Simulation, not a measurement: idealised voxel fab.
The process module that follows is named voxel spacer lines.
Square cell edge 5 nm, section width 250 nm, ID cut.
A cross-section is written here as square cells arranged in a grid, and it is given in bands from the top down, each band taking up one or more rows of cells. Top height, bottom height, nm. Materials left to right, width each, nm. Single material + "full width" = fills band edge to edge. "empty" = empty. We count height from 0. Below that, the starting wafer is all one material. The lowest band never ends at the bottom but goes on down; see "z 0 and below" for how that is written. Top row gets the first number, bottom row gets the second, and each row in between changes by the same step: that is how a band width like "30..40" works. When a step is marked "same as before", none of the cells in the cross-section changed during that step. Under "Fully enclosed voids" you'll find the enclosed gaps, the ones with no way out to the top, that are 8 cells or bigger; each reads width x height at distance, with distance counted from the left edge, everything in nm. Past the settings on a step's line: simulator remark, on that step. For masked steps, "overlay nm" on the step line gives how far right of plan the mask actually lay; a minus sign means it lay to the left.

### Steps planned for the process
- 1: RECEIVE (material Si)
- 2: CONFORMAL_DEP (material Al2O3; thk nm 10)
- 3: DIRECTIONAL_DEP (material polySi; thk nm 15)
- 4: DIRECTIONAL_DEP (material aC; thk nm 30)
- 5: PATTERN (tone cover; mask id MANDREL; material resist; width nm 20; pitch nm 70; thk nm 40; overlay nm 0)
- 6: DIRECTIONAL_ETCH (etch materials aC; depth nm 30)
- 7: STRIP (etch materials resist)
- 8: CONFORMAL_DEP (material SiN; thk nm 15)
- 9: DIRECTIONAL_ETCH (etch materials SiN; depth nm 15)
- 10: STRIP (etch materials aC)
- 11: DIRECTIONAL_ETCH (etch materials polySi; depth nm 15)
- 12: STRIP (etch materials SiN)
- 13: FILL_DEP (material SiO2; thk nm 5)
- 14: CMP (height nm 25)

### Wafer cross-section on receipt, i.e. after step 1
> z 0 and below = Si full width
> Fully enclosed voids: none

### Final cross-section, module run with one mistake (start and plan as above)
> z 25 to 10 = aC full width
> z 10 to 0 = Al2O3 full width
> z 0 and below = Si full width
> Fully enclosed voids: none
Diagnosis: it was found that steps 3 and 4 of the process plan had been performed in exchanged positions
